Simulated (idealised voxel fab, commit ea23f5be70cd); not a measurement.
process module | voxel fin reveal
cross-section cut | 295 nm wide | cells 5 nm
A cross-section is a grid of square cells, given in bands from the top down. A band is one or more rows of cells.
Each band's line starts with the height of the band's top and of its bottom, in nm. Then come its materials from left to right, each with its width in nm. One material with "throughout" fills the band from edge to edge. "air" is empty space.
Height 0 is the level under which the wafer as received is all one material. The lowest band goes on downwards, as in "0 down".
A width such as "30 to 40" changes by the same amount from each row of cells to the next, from the band's top row to its bottom row.
"no change" after a step means that no cell of the cross-section changed.
closed voids: empty space of 8 cells or more with no open way to the top, each as width x height at its distance from the left edge, in nm
after a step's settings: what the simulator itself notes on the step
overlay nm, on a step with a mask: how far to the right of its planned place the mask lay; to the left if negative
plan
1 op RECEIVE | material Si
2 op CONFORMAL_DEP | material SiN | thk nm 10
3 op MASKED_ETCH | tone cover | mask id FINS | width nm 15 | pitch nm 45 | etch materials SiN | depth nm 10 | overlay nm 0
4 op MASKED_ETCH | tone cover | mask id FINS | width nm 15 | pitch nm 45 | etch materials Si | depth nm 40 | overlay nm 0
5 op OXIDIZE | depth nm 5
6 op FILL_DEP | material SiO2 | thk nm 15
7 op CMP | height nm 10
8 op SELECTIVE_ETCH | etch materials SiO2 | depth nm 25
9 op STRIP | etch materials SiN
first wafer, as planned
as received, after step 1
  0 down: Si throughout
  closed voids: none
after step 2
  10 to 0: SiN throughout
  below 0: unchanged
after step 3
  10 to 0: air 115 | SiN 15 | air 30 | SiN 15 | air 120
  below 0: unchanged
after step 4
  10 to 0: air 115 | SiN 15 | air 30 | SiN 15 | air 120
  0 to -40: air 115 | Si 15 | air 30 | Si 15 | air 120
  below -40: unchanged
after step 5
  10 to 0: air 115 | SiN 15 | air 30 | SiN 15 | air 120
  0 to -40: air 115 | SiO2 5 | Si 5 | SiO2 5 | air 30 | SiO2 5 | Si 5 | SiO2 5 | air 120
  -40 to -45: SiO2 120 | Si 5 | SiO2 40 | Si 5 | SiO2 125
  below -45: unchanged
after step 6
  25 to 10: SiO2 throughout
  10 to 0: SiO2 115 | SiN 15 | SiO2 30 | SiN 15 | SiO2 120
  0 to -45: SiO2 120 | Si 5 | SiO2 40 | Si 5 | SiO2 125
  below -45: unchanged
after step 7
  10 to 0: SiO2 115 | SiN 15 | SiO2 30 | SiN 15 | SiO2 120
  below 0: unchanged
after step 8
  10 to 0: air 115 | SiN 15 | air 30 | SiN 15 | air 120
  0 to -15: air 120 | Si 5 | air 40 | Si 5 | air 125
  below -15: unchanged
after step 9
  0 to -15: air 120 | Si 5 | air 40 | Si 5 | air 125
  below -15: unchanged
second wafer: like start, like plan, one mistake. Through step 3 it matches the first wafer
when step 4 should have ended
  10 to 0: air 115 | SiN 15 | air 30 | SiN 15 | air 120
  0 to -40: air 105 | Si 25 | air 20 | Si 25 | air 120
  below -40: unchanged
when step 5 should have ended
  10 to 0: air 115 | SiN 15 | air 30 | SiN 15 | air 120
  0 to -5: air 105 | SiO2 15 | Si 5 | SiO2 5 | air 20 | SiO2 15 | Si 5 | SiO2 5 | air 120
  -5 to -40: air 105 | SiO2 5 | Si 15 | SiO2 5 | air 20 | SiO2 5 | Si 15 | SiO2 5 | air 120
  -40 to -45: SiO2 110 | Si 15 | SiO2 30 | Si 15 | SiO2 125
  below -45: unchanged
when step 6 should have ended
  25 to 10: SiO2 throughout
  10 to 0: SiO2 115 | SiN 15 | SiO2 30 | SiN 15 | SiO2 120
  0 to -5: SiO2 120 | Si 5 | SiO2 40 | Si 5 | SiO2 125
  -5 to -45: SiO2 110 | Si 15 | SiO2 30 | Si 15 | SiO2 125
  below -45: unchanged
when step 7 should have ended
  10 to 0: SiO2 115 | SiN 15 | SiO2 30 | SiN 15 | SiO2 120
  below 0: unchanged
when step 8 should have ended
  10 to 0: air 115 | SiN 15 | air 30 | SiN 15 | air 120
  0 to -5: air 120 | Si 5 | air 40 | Si 5 | air 125
  -5 to -15: air 110 | Si 15 | air 30 | Si 15 | air 125
  below -15: unchanged
when step 9 should have ended
  0 to -5: air 120 | Si 5 | air 40 | Si 5 | air 125
  below -5: unchanged
what went wrong: step 4 ran as: op MASKED_ETCH | tone cover | mask id FINS | width nm 15 | pitch nm 45 | etch materials Si | depth nm 40 | overlay nm -10
at the end the second wafer has, in cells: 32 more of Si | 24 fewer of SiO2
